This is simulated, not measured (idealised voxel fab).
Presented below is a process module, voxel gate over fins.
For reference, the cross-section in this document is cut, with width 170 nm and square cells of 5 nm.
Cross-section spec: square-cell grid; bands listed top down; each band is one or more rows. First you get the band's top height and its bottom height, in nm, and then the materials it's made of, left to right, with each width in nm. If you see a single material with "throughout", that one covers the band edge to edge. "blank" is empty space. A quick word on heights: they are counted from 0, and under that level the wafer as it came to us is one material throughout. The lowest band is different from the rest in having no bottom; it simply continues downward, written as in "0 down". You'd read "30->40" like this: the band's top row of cells is as wide as the first number, its bottom row is as wide as the second, and going down, every row changes width by the same amount as the row before did. Step note "nothing was modified" = no cross-section cell changed. The entry titled "Sealed voids" provides the empty spaces that have no open way to the top, restricted to those of 8 cells or more. Each is presented as width x height at distance, the distance being measured from the left edge, with all three in nm. Past the settings on a step's line: simulator remark, on that step. overlay nm: how far to the right of its planned place the mask lay on this masked step (negative: to the left).
Process steps (planned):
1) op RECEIVE | material Si
2) op CONFORMAL_DEP | material SiN | thk nm 5
3) op DIRECTIONAL_DEP | material aC | thk nm 15
4) op PATTERN | tone cover | mask id FINS | material resist | width nm 15 | pitch nm 50 | thk nm 30 | overlay nm 0
5) op DIRECTIONAL_ETCH | etch materials aC | depth nm 15
6) op STRIP | etch materials resist
7) op DIRECTIONAL_ETCH | etch materials SiN | depth nm 5
8) op DIRECTIONAL_ETCH | etch materials Si | depth nm 30
9) op STRIP | etch materials aC
10) op FILL_DEP | material SiO2 | thk nm 5
11) op CMP | height nm 5
12) op DIRECTIONAL_DEP | material aC | thk nm 10
13) op PATTERN | tone open | mask id RAIL | material resist | width nm 15 | thk nm 30 | overlay nm 0
14) op DIRECTIONAL_ETCH | etch materials aC | depth nm 10
15) op STRIP | etch materials resist
16) op DIRECTIONAL_ETCH | etch materials SiO2 | depth nm 30
17) op STRIP | etch materials aC
18) op CONFORMAL_DEP | material TiN | thk nm 5
19) op FILL_DEP | material W | thk nm 5
20) op CMP | height nm 5
21) op SELECTIVE_ETCH | etch materials W Ru TiN | depth nm 25
22) op FILL_DEP | material SiO2 | thk nm 5
23) op CMP | height nm 5
24) op SELECTIVE_ETCH | etch materials SiO2 | depth nm 20
25) op STRIP | etch materials SiN
26) op CONFORMAL_DEP | material HfO2 | thk nm 5
27) op CONFORMAL_DEP | material TiN | thk nm 5
28) op FILL_DEP | material W | thk nm 10
29) op CMP | height nm 15
30) op CONFORMAL_DEP | material SiN | thk nm 10
Step 1 complete: cross-section of the wafer as received:
0 down | Si throughout
Sealed voids: none
Cross-section at module end, one run error; start and plan unchanged from above:
15 to 5 | SiN throughout
5 to 0 | W 40 nm; TiN 5 nm; HfO2 25 nm; TiN 5 nm; W 15 nm; TiN 5 nm; HfO2 25 nm; TiN 5 nm; W 45 nm
0 to -5 | W 40 nm; TiN 5 nm; HfO2 5 nm; Si 15 nm; HfO2 5 nm; TiN 5 nm; W 15 nm; TiN 5 nm; HfO2 5 nm; Si 15 nm; HfO2 5 nm; TiN 5 nm; W 45 nm
-5 to -10 | TiN 45 nm; HfO2 5 nm; Si 15 nm; HfO2 5 nm; TiN 25 nm; HfO2 5 nm; Si 15 nm; HfO2 5 nm; TiN 50 nm
-10 to -15 | HfO2 50 nm; Si 15 nm; HfO2 35 nm; Si 15 nm; HfO2 55 nm
-15 to -20 | SiO2 50 nm; Si 15 nm; SiO2 35 nm; Si 15 nm; SiO2 55 nm
-20 to -25 | SiO2 50 nm; Si 15 nm; SiO2 10 nm; TiN 15 nm; SiO2 10 nm; Si 15 nm; SiO2 55 nm
-25 to -30 | SiO2 50 nm; Si 15 nm; SiO2 35 nm; Si 15 nm; SiO2 55 nm
-30 down | Si throughout
Sealed voids: none
Against the plan, the run slipped here: for step 29, the planned setting was not used; the step was instead run as op CMP | height nm 5
